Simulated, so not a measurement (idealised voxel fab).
The following is a process module called voxel capacitor over wiring.
We display cut, a cross-section 200 nm in width whose square cells are each 5 nm.
Reading order for cross-sections: top band down to bottom band. Underlying form: a grid of square cells. Band size: one or more rows of cells. Top height, bottom height, nm. Materials left to right, width each, nm. Single material + "full width" = fills band edge to edge. "blank" = empty. Convention: height 0 is the level below which the wafer, as received, is all one material. The lowest band does not terminate at the bottom but continues downward, represented as "0 and below". Per-row width for "30 to 40": begins at first number (top row of band), ends at second number (bottom row), increment between rows held constant. "everything unchanged" (step): cross-section cells unchanged, all of them. Heads up: "Enclosed void inventory" only lists the empty pockets with no open path to the top that are 8 cells or more, and it writes them as width x height at distance, distance from the left edge, in nm. Whatever follows a step's settings on its line is a remark the simulator itself makes about that step. overlay nm, on a step with a mask: how far to the right of its planned place the mask lay; to the left if negative. Each pair below shows a cross-section before one step and the cross-section after it, down to the lowest band that changed. The line under each pair gives the step between them, with its settings. The pairs can come from different runs of this module on the same starting wafer, so a pair continues from the pair above only where its "Before processing" says so.
Before processing:
- 60 down to 40  lowk=55 / Ru=15 / lowk=130
- 40 down to 35  SiCN=55 / Ru=15 / SiCN=130
- 35 down to 20  lowk=45 / Ru=25 / lowk=60 / Ru=25 / lowk=45
- 20 down to 5  SiO2 full width
- 5 down to 0  TiN full width
- 0 and below  Si full width
- Enclosed void inventory: none
Post-Step Geometry:
- 70 down to 60  TiN full width
- Everything below 60 is unchanged.
- Enclosed void inventory: none
Between the two cross-sections you see above, the step is DIRECTIONAL_DEP,material TiN,thk nm 10
Before processing: no separate figure, the pair right above already shows it after its step.
Post-Step Geometry:
- 75 down to 70  Al2O3 full width
- Everything below 70 is unchanged.
- Enclosed void inventory: none
Between the two cross-sections you see above, the step is DIRECTIONAL_DEP,material Al2O3,thk nm 5
Before processing: no separate figure, the pair right above already shows it after its step.
Post-Step Geometry:
- 80 down to 75  TiN full width
- Everything below 75 is unchanged.
- Enclosed void inventory: none
Between the two cross-sections you see above, the step is DIRECTIONAL_DEP,material TiN,thk nm 5
Before processing: no separate figure, the pair right above already shows it after its step.
Post-Step Geometry:
- 95 down to 80  blank=55 / resist=65 / blank=80
- Everything below 80 is unchanged.
- Enclosed void inventory: none
Between the two cross-sections you see above, the step is PATTERN,tone cover,mask id UPPER_PLATE,material resist,width nm 65,thk nm 15,overlay nm 0
Before processing: no separate figure, the pair right above already shows it after its step.
Post-Step Geometry:
- 95 down to 80  blank=55 / resist=65 / blank=80
- 80 down to 75  blank=55 / TiN=65 / blank=80
- Everything below 75 is unchanged.
- Enclosed void inventory: none
Between the two cross-sections you see above, the step is DIRECTIONAL_ETCH,etch materials TiN,depth nm 5
Before processing: no separate figure, the pair right above already shows it after its step.
Post-Step Geometry:
- 95 down to 80  blank=55 / resist=65 / blank=80
- 80 down to 75  blank=55 / TiN=65 / blank=80
- 75 down to 70  blank=55 / Al2O3=65 / blank=80
- Everything below 70 is unchanged.
- Enclosed void inventory: none
Between the two cross-sections you see above, the step is DIRECTIONAL_ETCH,etch materials Al2O3,depth nm 5
Before processing: no separate figure, the pair right above already shows it after its step.
Post-Step Geometry:
- 80 down to 75  blank=55 / TiN=65 / blank=80
- Everything below 75 is unchanged.
- Enclosed void inventory: none
Between the two cross-sections you see above, the step is STRIP,etch materials resist
Before processing: no separate figure, the pair right above already shows it after its step.
Post-Step Geometry:
- 100 down to 80  blank=50 / resist=75 / blank=75
- 80 down to 75  blank=50 / resist=5 / TiN=65 / resist=5 / blank=75
- 75 down to 70  blank=50 / resist=5 / Al2O3=65 / resist=5 / blank=75
- Everything below 70 is unchanged.
- Enclosed void inventory: none
Between the two cross-sections you see above, the step is PATTERN,tone cover,mask id LOWER_PLATE,material resist,width nm 75,thk nm 20,overlay nm 0
Before processing: no separate figure, the pair right above already shows it after its step.
Post-Step Geometry:
- 100 down to 80  blank=50 / resist=75 / blank=75
- 80 down to 75  blank=50 / resist=5 / TiN=65 / resist=5 / blank=75
- 75 down to 70  blank=50 / resist=5 / Al2O3=65 / resist=5 / blank=75
- 70 down to 60  blank=50 / TiN=75 / blank=75
- Everything below 60 is unchanged.
- Enclosed void inventory: none
Between the two cross-sections you see above, the step is DIRECTIONAL_ETCH,etch materials TiN,depth nm 10
Before processing: no separate figure, the pair right above already shows it after its step.
Post-Step Geometry:
- 80 down to 75  blank=55 / TiN=65 / blank=80
- 75 down to 70  blank=55 / Al2O3=65 / blank=80
- Everything below 70 is unchanged.
- Enclosed void inventory: none
Between the two cross-sections you see above, the step is STRIP,etch materials resist
Before processing: no separate figure, the pair right above already shows it after its step.
Post-Step Geometry:
- 95 down to 80  SiO2 full width
- 80 down to 75  SiO2=55 / TiN=65 / SiO2=80
- 75 down to 70  SiO2=55 / Al2O3=65 / SiO2=80
- 70 down to 60  SiO2=50 / TiN=75 / SiO2=75
- Everything below 60 is unchanged.
- Enclosed void inventory: none
Between the two cross-sections you see above, the step is FILL_DEP,material SiO2,thk nm 15
Before processing: no separate figure, the pair right above already shows it after its step.
Post-Step Geometry:
- 90 down to 80  SiO2 full width
- Everything below 80 is unchanged.
- Enclosed void inventory: none
Between the two cross-sections you see above, the step is CMP,height nm 90
Before processing: no separate figure, the pair right above already shows it after its step.
Post-Step Geometry:
- 105 down to 90  aC full width
- Everything below 90 is unchanged.
- Enclosed void inventory: none
Between the two cross-sections you see above, the step is DIRECTIONAL_DEP,material aC,thk nm 15
Before processing: no separate figure, the pair right above already shows it after its step.
Post-Step Geometry:
- 135 down to 105  resist=65 / blank=15 / resist=120
- Everything below 105 is unchanged.
- Enclosed void inventory: none
Between the two cross-sections you see above, the step is PATTERN,tone open,mask id PLUG_2,material resist,width nm 15,thk nm 30,overlay nm 0
Before processing: no separate figure, the pair right above already shows it after its step.
Post-Step Geometry:
- 120 down to 105  resist=65 / blank=15 / resist=120
- 105 down to 90  aC=65 / blank=15 / aC=120
- Everything below 90 is unchanged.
- Enclosed void inventory: none
Between the two cross-sections you see above, the step is DIRECTIONAL_ETCH,etch materials aC,depth nm 15
Before processing: no separate figure, the pair right above already shows it after its step.
Post-Step Geometry:
- 105 down to 90  aC=65 / blank=15 / aC=120
- Everything below 90 is unchanged.
- Enclosed void inventory: none
Between the two cross-sections you see above, the step is STRIP,etch materials resist
Before processing: no separate figure, the pair right above already shows it after its step.
Post-Step Geometry:
- 105 down to 90  aC=65 / blank=15 / aC=120
- 90 down to 80  SiO2=65 / blank=15 / SiO2=120
- Everything below 80 is unchanged.
- Enclosed void inventory: none
Between the two cross-sections you see above, the step is DIRECTIONAL_ETCH,etch materials SiO2,depth nm 10
Before processing: no separate figure, the pair right above already shows it after its step.
Post-Step Geometry:
- 90 down to 80  SiO2=65 / blank=15 / SiO2=120
- Everything below 80 is unchanged.
- Enclosed void inventory: none
Between the two cross-sections you see above, the step is STRIP,etch materials aC
Before processing: no separate figure, the pair right above already shows it after its step.
Post-Step Geometry:
- 95 down to 90  TiN=70 / blank=5 / TiN=125
- 90 down to 85  SiO2=65 / TiN=5 / blank=5 / TiN=5 / SiO2=120
- 85 down to 75  SiO2=65 to 55 / TiN=15 to 65 / SiO2=120 to 80
- Everything below 75 is unchanged.
- Enclosed void inventory: none
Between the two cross-sections you see above, the step is CONFORMAL_DEP,material TiN,thk nm 5
Before processing: no separate figure, the pair right above already shows it after its step.
Post-Step Geometry:
- 105 down to 95  W full width
- 95 down to 90  TiN=70 / W=5 / TiN=125
- 90 down to 85  SiO2=65 / TiN=5 / W=5 / TiN=5 / SiO2=120
- Everything below 85 is unchanged.
- Enclosed void inventory: none
Between the two cross-sections you see above, the step is FILL_DEP,material W,thk nm 10
Before processing: no separate figure, the pair right above already shows it after its step.
Post-Step Geometry:
- 90 down to 85  SiO2=65 / TiN=5 / W=5 / TiN=5 / SiO2=120
- Everything below 85 is unchanged.
- Enclosed void inventory: none
Between the two cross-sections you see above, the step is CMP,height nm 90
Before processing: no separate figure, the pair right above already shows it after its step.
Post-Step Geometry:
- 95 down to 90  SiCN full width
- Everything below 90 is unchanged.
- Enclosed void inventory: none
Between the two cross-sections you see above, the step is CONFORMAL_DEP,material SiCN,thk nm 5
Before processing:
- 60 down to 40  lowk full width
- 40 down to 35  SiCN full width
- 35 down to 20  lowk=45 / Ru=25 / lowk=60 / Ru=25 / lowk=45
- 20 down to 15  lowk=45 / TiN=25 / lowk=60 / TiN=25 / lowk=45
- 15 down to 0  SiO2 full width
- 0 and below  Si full width
- Enclosed void inventory: none
Post-Step Geometry:
- 60 down to 50  lowk=55 / blank=15 / lowk=130
- Everything below 50 is unchanged.
- Enclosed void inventory: none
Between the two cross-sections you see above, the step is MASKED_ETCH,tone open,mask id PLUG_1,width nm 15,etch materials lowk,depth nm 10,overlay nm 0
Before processing: no separate figure, the pair right above already shows it after its step.
Post-Step Geometry:
- 70 down to 60  TiN=55 / blank=15 / TiN=130
- 60 down to 50  lowk=55 / TiN=15 / lowk=130
- Everything below 50 is unchanged.
- Enclosed void inventory: none
Between the two cross-sections you see above, the step is DIRECTIONAL_DEP,material TiN,thk nm 10
Before processing: no separate figure, the pair right above already shows it after its step.
Post-Step Geometry:
- 75 down to 70  Al2O3=55 / blank=15 / Al2O3=130
- 70 down to 65  TiN=55 / blank=15 / TiN=130
- 65 down to 60  TiN=55 / Al2O3=15 / TiN=130
- Everything below 60 is unchanged.
- Enclosed void inventory: none
Between the two cross-sections you see above, the step is DIRECTIONAL_DEP,material Al2O3,thk nm 5
Before processing: no separate figure, the pair right above already shows it after its step.
Post-Step Geometry:
- 80 down to 75  TiN=55 / blank=15 / TiN=130
- 75 down to 70  Al2O3=55 / blank=15 / Al2O3=130
- 70 down to 65  TiN full width
- Everything below 65 is unchanged.
- Enclosed void inventory: none
Between the two cross-sections you see above, the step is DIRECTIONAL_DEP,material TiN,thk nm 5
Before processing: no separate figure, the pair right above already shows it after its step.
Post-Step Geometry:
- 95 down to 80  blank=55 / resist=65 / blank=80
- 80 down to 75  TiN=55 / resist=15 / TiN=130
- 75 down to 70  Al2O3=55 / resist=15 / Al2O3=130
- Everything below 70 is unchanged.
- Enclosed void inventory: none
Between the two cross-sections you see above, the step is PATTERN,tone cover,mask id UPPER_PLATE,material resist,width nm 65,thk nm 15,overlay nm 0
Before processing: no separate figure, the pair right above already shows it after its step.
Post-Step Geometry:
- 95 down to 80  blank=55 / resist=65 / blank=80
- 80 down to 75  blank=55 / resist=15 / TiN=50 / blank=80
- Everything below 75 is unchanged.
- Enclosed void inventory: none
Between the two cross-sections you see above, the step is DIRECTIONAL_ETCH,etch materials TiN,depth nm 5
Before processing: no separate figure, the pair right above already shows it after its step.
Post-Step Geometry:
- 95 down to 80  blank=55 / resist=65 / blank=80
- 80 down to 75  blank=55 / resist=15 / TiN=50 / blank=80
- 75 down to 70  blank=55 / resist=15 / Al2O3=50 / blank=80
- Everything below 70 is unchanged.
- Enclosed void inventory: none
Between the two cross-sections you see above, the step is DIRECTIONAL_ETCH,etch materials Al2O3,depth nm 5
Before processing: no separate figure, the pair right above already shows it after its step.
Post-Step Geometry:
- 80 down to 75  blank=70 / TiN=50 / blank=80
- 75 down to 70  blank=70 / Al2O3=50 / blank=80
- Everything below 70 is unchanged.
- Enclosed void inventory: none
Between the two cross-sections you see above, the step is STRIP,etch materials resist
Before processing: no separate figure, the pair right above already shows it after its step.
Post-Step Geometry:
- 100 down to 80  blank=50 / resist=75 / blank=75
- 80 down to 75  blank=50 / resist=20 / TiN=50 / resist=5 / blank=75
- 75 down to 70  blank=50 / resist=20 / Al2O3=50 / resist=5 / blank=75
- Everything below 70 is unchanged.
- Enclosed void inventory: none
Between the two cross-sections you see above, the step is PATTERN,tone cover,mask id LOWER_PLATE,material resist,width nm 75,thk nm 20,overlay nm 0
Before processing: no separate figure, the pair right above already shows it after its step.
Post-Step Geometry:
- 100 down to 80  blank=50 / resist=75 / blank=75
- 80 down to 75  blank=50 / resist=20 / TiN=50 / resist=5 / blank=75
- 75 down to 70  blank=50 / resist=20 / Al2O3=50 / resist=5 / blank=75
- 70 down to 65  blank=50 / TiN=75 / blank=75
- 65 down to 60  blank=50 / TiN=5 / Al2O3=15 / TiN=55 / blank=75
- Everything below 60 is unchanged.
- Enclosed void inventory: none
Between the two cross-sections you see above, the step is DIRECTIONAL_ETCH,etch materials TiN,depth nm 10
Before processing: no separate figure, the pair right above already shows it after its step.
Post-Step Geometry:
- 80 down to 75  blank=70 / TiN=50 / blank=80
- 75 down to 70  blank=70 / Al2O3=50 / blank=80
- Everything below 70 is unchanged.
- Enclosed void inventory: none
Between the two cross-sections you see above, the step is STRIP,etch materials resist
Before processing: no separate figure, the pair right above already shows it after its step.
Post-Step Geometry:
- 95 down to 80  SiO2 full width
- 80 down to 75  SiO2=70 / TiN=50 / SiO2=80
- 75 down to 70  SiO2=70 / Al2O3=50 / SiO2=80
- 70 down to 65  SiO2=50 / TiN=75 / SiO2=75
- 65 down to 60  SiO2=50 / TiN=5 / Al2O3=15 / TiN=55 / SiO2=75
- Everything below 60 is unchanged.
- Enclosed void inventory: none
Between the two cross-sections you see above, the step is FILL_DEP,material SiO2,thk nm 15
Before processing: no separate figure, the pair right above already shows it after its step.
Post-Step Geometry:
- 90 down to 80  SiO2 full width
- Everything below 80 is unchanged.
- Enclosed void inventory: none
Between the two cross-sections you see above, the step is CMP,height nm 90
Before processing: no separate figure, the pair right above already shows it after its step.
Post-Step Geometry:
- 105 down to 90  aC full width
- Everything below 90 is unchanged.
- Enclosed void inventory: none
Between the two cross-sections you see above, the step is DIRECTIONAL_DEP,material aC,thk nm 15
Before processing: no separate figure, the pair right above already shows it after its step.
Post-Step Geometry:
- 135 down to 105  resist=65 / blank=15 / resist=120
- Everything below 105 is unchanged.
- Enclosed void inventory: none
Between the two cross-sections you see above, the step is PATTERN,tone open,mask id PLUG_2,material resist,width nm 15,thk nm 30,overlay nm 0
Before processing: no separate figure, the pair right above already shows it after its step.
Post-Step Geometry:
- 120 down to 105  resist=65 / blank=15 / resist=120
- 105 down to 90  aC=65 / blank=15 / aC=120
- Everything below 90 is unchanged.
- Enclosed void inventory: none
Between the two cross-sections you see above, the step is DIRECTIONAL_ETCH,etch materials aC,depth nm 15
Before processing: no separate figure, the pair right above already shows it after its step.
Post-Step Geometry:
- 105 down to 90  aC=65 / blank=15 / aC=120
- Everything below 90 is unchanged.
- Enclosed void inventory: none
Between the two cross-sections you see above, the step is STRIP,etch materials resist
Before processing: no separate figure, the pair right above already shows it after its step.
Post-Step Geometry:
- 105 down to 90  aC=65 / blank=15 / aC=120
- 90 down to 80  SiO2=65 / blank=15 / SiO2=120
- Everything below 80 is unchanged.
- Enclosed void inventory: none
Between the two cross-sections you see above, the step is DIRECTIONAL_ETCH,etch materials SiO2,depth nm 10
Before processing: no separate figure, the pair right above already shows it after its step.
Post-Step Geometry:
- 90 down to 80  SiO2=65 / blank=15 / SiO2=120
- Everything below 80 is unchanged.
- Enclosed void inventory: none
Between the two cross-sections you see above, the step is STRIP,etch materials aC
Before processing: no separate figure, the pair right above already shows it after its step.
Post-Step Geometry:
- 95 down to 90  TiN=70 / blank=5 / TiN=125
- 90 down to 85  SiO2=65 / TiN=5 / blank=5 / TiN=5 / SiO2=120
- 85 down to 75  SiO2=65 to 70 / TiN=15 to 50 / SiO2=120 to 80
- Everything below 75 is unchanged.
- Enclosed void inventory: none
Between the two cross-sections you see above, the step is CONFORMAL_DEP,material TiN,thk nm 5
Before processing: no separate figure, the pair right above already shows it after its step.
Post-Step Geometry:
- 105 down to 95  W full width
- 95 down to 90  TiN=70 / W=5 / TiN=125
- 90 down to 85  SiO2=65 / TiN=5 / W=5 / TiN=5 / SiO2=120
- Everything below 85 is unchanged.
- Enclosed void inventory: none
Between the two cross-sections you see above, the step is FILL_DEP,material W,thk nm 10
Before processing: no separate figure, the pair right above already shows it after its step.
Post-Step Geometry:
- 90 down to 85  SiO2=65 / TiN=5 / W=5 / TiN=5 / SiO2=120
- Everything below 85 is unchanged.
- Enclosed void inventory: none
Between the two cross-sections you see above, the step is CMP,height nm 90
Before processing: no separate figure, the pair right above already shows it after its step.
Post-Step Geometry:
- 95 down to 90  SiCN full width
- Everything below 90 is unchanged.
- Enclosed void inventory: none
Between the two cross-sections you see above, the step is CONFORMAL_DEP,material SiCN,thk nm 5
Before processing:
- 60 down to 40  lowk full width
- 40 down to 35  SiCN full width
- 35 down to 20  lowk=45 / Ru=25 / lowk=60 / Ru=25 / lowk=45
- 20 down to 15  lowk=45 / TiN=25 / lowk=60 / TiN=25 / lowk=45
- 15 down to 0  SiO2 full width
- 0 and below  Si full width
- Enclosed void inventory: none
Post-Step Geometry:
- 60 down to 40  lowk=55 / blank=20 / lowk=125
- Everything below 40 is unchanged.
- Enclosed void inventory: none
Between the two cross-sections you see above, the step is MASKED_ETCH,tone open,mask id PLUG_1,width nm 20,etch materials lowk,depth nm 20,overlay nm 0
Before processing: no separate figure, the pair right above already shows it after its step.
Post-Step Geometry:
- 60 down to 40  lowk=55 / blank=20 / lowk=125
- 40 down to 35  SiCN=55 / blank=15 / SiCN=130
- Everything below 35 is unchanged.
- Enclosed void inventory: none
Between the two cross-sections you see above, the step is MASKED_ETCH,tone open,mask id PLUG_1,width nm 15,etch materials SiCN,depth nm 5,overlay nm 0
Before processing: no separate figure, the pair right above already shows it after its step.
Post-Step Geometry:
- 60 down to 45  lowk=55 / blank=20 / lowk=125
- 45 down to 40  lowk=55 / Ru=20 / lowk=125
- 40 down to 35  SiCN=55 / Ru=15 / SiCN=130
- Everything below 35 is unchanged.
- Enclosed void inventory: none
Between the two cross-sections you see above, the step is EPI,material Ru,thk nm 10
Before processing: no separate figure, the pair right above already shows it after its step.
Post-Step Geometry:
- 60 down to 55  lowk=55 / blank=20 / lowk=125
- 55 down to 40  lowk=55 / Ru=20 / lowk=125
- Everything below 40 is unchanged.
- Enclosed void inventory: none
Between the two cross-sections you see above, the step is EPI,material Ru,thk nm 10
Before processing: no separate figure, the pair right above already shows it after its step.
Post-Step Geometry:
- 60 down to 40  lowk=55 / Ru=20 / lowk=125
- Everything below 40 is unchanged.
- Enclosed void inventory: none
Between the two cross-sections you see above, the step is EPI,material Ru,thk nm 5
Before processing: no separate figure, the pair right above already shows it after its step.
Post-Step Geometry:
- 70 down to 60  TiN full width
- Everything below 60 is unchanged.
- Enclosed void inventory: none
Between the two cross-sections you see above, the step is DIRECTIONAL_DEP,material TiN,thk nm 10
Before processing: no separate figure, the pair right above already shows it after its step.
Post-Step Geometry:
- 75 down to 70  Al2O3 full width
- Everything below 70 is unchanged.
- Enclosed void inventory: none
Between the two cross-sections you see above, the step is DIRECTIONAL_DEP,material Al2O3,thk nm 5
Before processing: no separate figure, the pair right above already shows it after its step.
Post-Step Geometry:
- 80 down to 75  TiN full width
- Everything below 75 is unchanged.
- Enclosed void inventory: none
Between the two cross-sections you see above, the step is DIRECTIONAL_DEP,material TiN,thk nm 5
Before processing: no separate figure, the pair right above already shows it after its step.
Post-Step Geometry:
- 95 down to 80  blank=55 / resist=65 / blank=80
- Everything below 80 is unchanged.
- Enclosed void inventory: none
Between the two cross-sections you see above, the step is PATTERN,tone cover,mask id UPPER_PLATE,material resist,width nm 65,thk nm 15,overlay nm 0
Before processing: no separate figure, the pair right above already shows it after its step.
Post-Step Geometry:
- 95 down to 80  blank=55 / resist=65 / blank=80
- 80 down to 75  blank=55 / TiN=65 / blank=80
- Everything below 75 is unchanged.
- Enclosed void inventory: none
Between the two cross-sections you see above, the step is DIRECTIONAL_ETCH,etch materials TiN,depth nm 5
Before processing: no separate figure, the pair right above already shows it after its step.
Post-Step Geometry:
- 95 down to 80  blank=55 / resist=65 / blank=80
- 80 down to 75  blank=55 / TiN=65 / blank=80
- 75 down to 70  blank=55 / Al2O3=65 / blank=80
- Everything below 70 is unchanged.
- Enclosed void inventory: none
Between the two cross-sections you see above, the step is DIRECTIONAL_ETCH,etch materials Al2O3,depth nm 5
Before processing: no separate figure, the pair right above already shows it after its step.
Post-Step Geometry:
- 80 down to 75  blank=55 / TiN=65 / blank=80
- Everything below 75 is unchanged.
- Enclosed void inventory: none
Between the two cross-sections you see above, the step is STRIP,etch materials resist
Before processing: no separate figure, the pair right above already shows it after its step.
Post-Step Geometry:
- 100 down to 80  blank=50 / resist=75 / blank=75
- 80 down to 75  blank=50 / resist=5 / TiN=65 / resist=5 / blank=75
- 75 down to 70  blank=50 / resist=5 / Al2O3=65 / resist=5 / blank=75
- Everything below 70 is unchanged.
- Enclosed void inventory: none
Between the two cross-sections you see above, the step is PATTERN,tone cover,mask id LOWER_PLATE,material resist,width nm 75,thk nm 20,overlay nm 0
Before processing: no separate figure, the pair right above already shows it after its step.
Post-Step Geometry:
- 100 down to 80  blank=50 / resist=75 / blank=75
- 80 down to 75  blank=50 / resist=5 / TiN=65 / resist=5 / blank=75
- 75 down to 70  blank=50 / resist=5 / Al2O3=65 / resist=5 / blank=75
- 70 down to 60  blank=50 / TiN=75 / blank=75
- Everything below 60 is unchanged.
- Enclosed void inventory: none
Between the two cross-sections you see above, the step is DIRECTIONAL_ETCH,etch materials TiN,depth nm 10
Before processing: no separate figure, the pair right above already shows it after its step.
Post-Step Geometry:
- 80 down to 75  blank=55 / TiN=65 / blank=80
- 75 down to 70  blank=55 / Al2O3=65 / blank=80
- Everything below 70 is unchanged.
- Enclosed void inventory: none
Between the two cross-sections you see above, the step is STRIP,etch materials resist
Before processing: no separate figure, the pair right above already shows it after its step.
Post-Step Geometry:
- 95 down to 80  SiO2 full width
- 80 down to 75  SiO2=55 / TiN=65 / SiO2=80
- 75 down to 70  SiO2=55 / Al2O3=65 / SiO2=80
- 70 down to 60  SiO2=50 / TiN=75 / SiO2=75
- Everything below 60 is unchanged.
- Enclosed void inventory: none
Between the two cross-sections you see above, the step is FILL_DEP,material SiO2,thk nm 15
Before processing: no separate figure, the pair right above already shows it after its step.
Post-Step Geometry:
- 90 down to 80  SiO2 full width
- Everything below 80 is unchanged.
- Enclosed void inventory: none
Between the two cross-sections you see above, the step is CMP,height nm 90
Before processing: no separate figure, the pair right above already shows it after its step.
Post-Step Geometry:
- 105 down to 90  aC full width
- Everything below 90 is unchanged.
- Enclosed void inventory: none
Between the two cross-sections you see above, the step is DIRECTIONAL_DEP,material aC,thk nm 15
Before processing: no separate figure, the pair right above already shows it after its step.
Post-Step Geometry:
- 135 down to 105  resist=65 / blank=15 / resist=120
- Everything below 105 is unchanged.
- Enclosed void inventory: none
Between the two cross-sections you see above, the step is PATTERN,tone open,mask id PLUG_2,material resist,width nm 15,thk nm 30,overlay nm 0
Before processing: no separate figure, the pair right above already shows it after its step.
Post-Step Geometry:
- 120 down to 105  resist=65 / blank=15 / resist=120
- 105 down to 90  aC=65 / blank=15 / aC=120
- Everything below 90 is unchanged.
- Enclosed void inventory: none
Between the two cross-sections you see above, the step is DIRECTIONAL_ETCH,etch materials aC,depth nm 15
Before processing: no separate figure, the pair right above already shows it after its step.
Post-Step Geometry:
- 105 down to 90  aC=65 / blank=15 / aC=120
- Everything below 90 is unchanged.
- Enclosed void inventory: none
Between the two cross-sections you see above, the step is STRIP,etch materials resist
Before processing: no separate figure, the pair right above already shows it after its step.
Post-Step Geometry:
- 105 down to 90  aC=65 / blank=15 / aC=120
- 90 down to 80  SiO2=65 / blank=15 / SiO2=120
- Everything below 80 is unchanged.
- Enclosed void inventory: none
Between the two cross-sections you see above, the step is DIRECTIONAL_ETCH,etch materials SiO2,depth nm 10
Before processing: no separate figure, the pair right above already shows it after its step.
Post-Step Geometry:
- 90 down to 80  SiO2=65 / blank=15 / SiO2=120
- Everything below 80 is unchanged.
- Enclosed void inventory: none
Between the two cross-sections you see above, the step is STRIP,etch materials aC
Before processing: no separate figure, the pair right above already shows it after its step.
Post-Step Geometry:
- 95 down to 90  TiN=70 / blank=5 / TiN=125
- 90 down to 85  SiO2=65 / TiN=5 / blank=5 / TiN=5 / SiO2=120
- 85 down to 75  SiO2=65 to 55 / TiN=15 to 65 / SiO2=120 to 80
- Everything below 75 is unchanged.
- Enclosed void inventory: none
Between the two cross-sections you see above, the step is CONFORMAL_DEP,material TiN,thk nm 5
Before processing: no separate figure, the pair right above already shows it after its step.
Post-Step Geometry:
- 105 down to 95  W full width
- 95 down to 90  TiN=70 / W=5 / TiN=125
- 90 down to 85  SiO2=65 / TiN=5 / W=5 / TiN=5 / SiO2=120
- Everything below 85 is unchanged.
- Enclosed void inventory: none
Between the two cross-sections you see above, the step is FILL_DEP,material W,thk nm 10
Before processing: no separate figure, the pair right above already shows it after its step.
Post-Step Geometry:
- 90 down to 85  SiO2=65 / TiN=5 / W=5 / TiN=5 / SiO2=120
- Everything below 85 is unchanged.
- Enclosed void inventory: none
Between the two cross-sections you see above, the step is CMP,height nm 90
Before processing: no separate figure, the pair right above already shows it after its step.
Post-Step Geometry:
- 95 down to 90  SiCN full width
- Everything below 90 is unchanged.
- Enclosed void inventory: none
Between the two cross-sections you see above, the step is CONFORMAL_DEP,material SiCN,thk nm 5
Before processing:
- 105 down to 90  aC full width
- 90 down to 80  SiO2 full width
- 80 down to 75  SiO2=55 / TiN=65 / SiO2=80
- 75 down to 70  SiO2=55 / Al2O3=65 / SiO2=80
- 70 down to 60  SiO2=50 / TiN=75 / SiO2=75
- 60 down to 40  lowk=55 / Ru=15 / lowk=130
- 40 down to 35  SiCN=55 / Ru=15 / SiCN=130
- 35 down to 20  lowk=45 / Ru=25 / lowk=60 / Ru=25 / lowk=45
- 20 down to 15  lowk=45 / TiN=25 / lowk=60 / TiN=25 / lowk=45
- 15 down to 0  SiO2 full width
- 0 and below  Si full width
- Enclosed void inventory: none
Post-Step Geometry:
- 135 down to 105  resist=75 / blank=15 / resist=110
- Everything below 105 is unchanged.
- Enclosed void inventory: none
Between the two cross-sections you see above, the step is PATTERN,tone open,mask id PLUG_2,material resist,width nm 15,thk nm 30,overlay nm 10
Before processing: no separate figure, the pair right above already shows it after its step.
Post-Step Geometry:
- 120 down to 105  resist=75 / blank=15 / resist=110
- 105 down to 90  aC=75 / blank=15 / aC=110
- Everything below 90 is unchanged.
- Enclosed void inventory: none
Between the two cross-sections you see above, the step is DIRECTIONAL_ETCH,etch materials aC,depth nm 15
Before processing: no separate figure, the pair right above already shows it after its step.
Post-Step Geometry:
- 105 down to 90  aC=75 / blank=15 / aC=110
- Everything below 90 is unchanged.
- Enclosed void inventory: none
Between the two cross-sections you see above, the step is STRIP,etch materials resist
Before processing: no separate figure, the pair right above already shows it after its step.
Post-Step Geometry:
- 105 down to 90  aC=75 / blank=15 / aC=110
- 90 down to 80  SiO2=75 / blank=15 / SiO2=110
- Everything below 80 is unchanged.
- Enclosed void inventory: none
Between the two cross-sections you see above, the step is DIRECTIONAL_ETCH,etch materials SiO2,depth nm 10
Before processing: no separate figure, the pair right above already shows it after its step.
Post-Step Geometry:
- 90 down to 80  SiO2=75 / blank=15 / SiO2=110
- Everything below 80 is unchanged.
- Enclosed void inventory: none
Between the two cross-sections you see above, the step is STRIP,etch materials aC
Before processing: no separate figure, the pair right above already shows it after its step.
Post-Step Geometry:
- 95 down to 90  TiN=80 / blank=5 / TiN=115
- 90 down to 85  SiO2=75 / TiN=5 / blank=5 / TiN=5 / SiO2=110
- 85 down to 75  SiO2=75 to 55 / TiN=15 to 65 / SiO2=110 to 80
- Everything below 75 is unchanged.
- Enclosed void inventory: none
Between the two cross-sections you see above, the step is CONFORMAL_DEP,material TiN,thk nm 5
Before processing: no separate figure, the pair right above already shows it after its step.
Post-Step Geometry:
- 105 down to 95  W full width
- 95 down to 90  TiN=80 / W=5 / TiN=115
- 90 down to 85  SiO2=75 / TiN=5 / W=5 / TiN=5 / SiO2=110
- Everything below 85 is unchanged.
- Enclosed void inventory: none
Between the two cross-sections you see above, the step is FILL_DEP,material W,thk nm 10
Before processing: no separate figure, the pair right above already shows it after its step.
Post-Step Geometry:
- 90 down to 85  SiO2=75 / TiN=5 / W=5 / TiN=5 / SiO2=110
- Everything below 85 is unchanged.
- Enclosed void inventory: none
Between the two cross-sections you see above, the step is CMP,height nm 90
Before processing: no separate figure, the pair right above already shows it after its step.
Post-Step Geometry:
- 95 down to 90  SiCN full width
- Everything below 90 is unchanged.
- Enclosed void inventory: none
Between the two cross-sections you see above, the step is CONFORMAL_DEP,material SiCN,thk nm 5
Before processing:
- 15 down to 0  SiO2 full width
- 0 and below  Si full width
- Enclosed void inventory: none
Post-Step Geometry:
- 20 down to 15  SiCN full width
- Everything below 15 is unchanged.
- Enclosed void inventory: none
Between the two cross-sections you see above, the step is DIRECTIONAL_DEP,material SiCN,thk nm 5
Before processing: no separate figure, the pair right above already shows it after its step.
Post-Step Geometry:
- 35 down to 20  Ru full width
- Everything below 20 is unchanged.
- Enclosed void inventory: none
Between the two cross-sections you see above, the step is DIRECTIONAL_DEP,material Ru,thk nm 15
Before processing: no separate figure, the pair right above already shows it after its step.
Post-Step Geometry:
- 35 down to 20  blank=45 / Ru=25 / blank=60 / Ru=25 / blank=45
- Everything below 20 is unchanged.
- Enclosed void inventory: none
Between the two cross-sections you see above, the step is MASKED_ETCH,tone cover,mask id METAL_1,width nm 25,pitch nm 85,etch materials Ru,depth nm 15,overlay nm 0
Before processing: no separate figure, the pair right above already shows it after its step.
Post-Step Geometry:
- 45 down to 35  lowk full width
- 35 down to 20  lowk=45 / Ru=25 / lowk=60 / Ru=25 / lowk=45
- Everything below 20 is unchanged.
- Enclosed void inventory: none
Between the two cross-sections you see above, the step is FILL_DEP,material lowk,thk nm 10
Before processing: no separate figure, the pair right above already shows it after its step.
Post-Step Geometry:
- 35 down to 20  lowk=45 / Ru=25 / lowk=60 / Ru=25 / lowk=45
- Everything below 20 is unchanged.
- Enclosed void inventory: none
Between the two cross-sections you see above, the step is CMP,height nm 35
Before processing: no separate figure, the pair right above already shows it after its step.
Post-Step Geometry:
- 40 down to 35  SiCN full width
- Everything below 35 is unchanged.
- Enclosed void inventory: none
Between the two cross-sections you see above, the step is CONFORMAL_DEP,material SiCN,thk nm 5
Before processing: no separate figure, the pair right above already shows it after its step.
Post-Step Geometry:
- 60 down to 40  lowk full width
- Everything below 40 is unchanged.
- Enclosed void inventory: none
Between the two cross-sections you see above, the step is DIRECTIONAL_DEP,material lowk,thk nm 20
